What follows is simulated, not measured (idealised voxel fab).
Process module, titled voxel double patterning
cross-section cut | 175 nm wide | cells 5 nm
Square cells in a grid make up a cross-section in this document, and the grid is given as bands, listed from the top down, each one or more rows of cells. First you get the band's top height and its bottom height, in nm, and then the materials it's made of, left to right, with each width in nm. If you see a single material with "everywhere", that one covers the band edge to edge. "blank" is empty space. It should be noted that heights are counted from 0, beneath which the wafer as supplied is of one material throughout, and that the lowest band possesses no lower boundary but continues downward, as written in "from 0 down". Per-row width for "30..40": begins at first number (top row of band), ends at second number (bottom row), increment between rows held constant. "remains unaltered" -> step changed no cross-section cell. Listed in "closed voids": every empty space of 8 or more cells without an open way to the top. Form: width x height at distance, the distance being from the left edge, all in nm. Read whatever lies past the settings on a step's line as the simulator's own remark about the step. overlay nm: mask offset rightward from planned place, masked step; negative means leftward offset.
[Process steps (planned)]
1 RECEIVE,material Si
2 CONFORMAL_DEP,material SiN,thk nm 5
3 DIRECTIONAL_DEP,material SiO2,thk nm 20
4 DIRECTIONAL_DEP,material SiCN,thk nm 5
5 DIRECTIONAL_DEP,material aC,thk nm 15
6 PATTERN,tone open,mask id FIRST,material resist,width nm 15,pitch nm 50,thk nm 30,overlay nm 0
7 DIRECTIONAL_ETCH,etch materials aC,depth nm 15
8 STRIP,etch materials resist
9 DIRECTIONAL_ETCH,etch materials SiCN,depth nm 5
10 STRIP,etch materials aC
11 DIRECTIONAL_DEP,material aC,thk nm 10
12 PATTERN,tone open,mask id SECOND,material resist,width nm 15,thk nm 30,overlay nm 0
13 DIRECTIONAL_ETCH,etch materials aC,depth nm 10
14 STRIP,etch materials resist
15 DIRECTIONAL_ETCH,etch materials SiCN,depth nm 5
16 STRIP,etch materials aC
17 DIRECTIONAL_ETCH,etch materials SiO2,depth nm 20
18 STRIP,etch materials SiCN
[Cross-section of the incoming wafer, state after step 1]
- from 0 down = Si everywhere
- closed voids: none
[One mistake in running the module, otherwise start and plan as above: cross-section at the end]
- from 25 to 5 = SiO2=65; blank=30; SiO2=20; blank=15; SiO2=45
- from 5 to 0 = SiN everywhere
- from 0 down = Si everywhere
- closed voids: none
Finding, execution versus plan: contrary to plan, step 6 was performed as PATTERN,tone open,mask id FIRST,material resist,width nm 15,pitch nm 50,thk nm 30,overlay nm 10
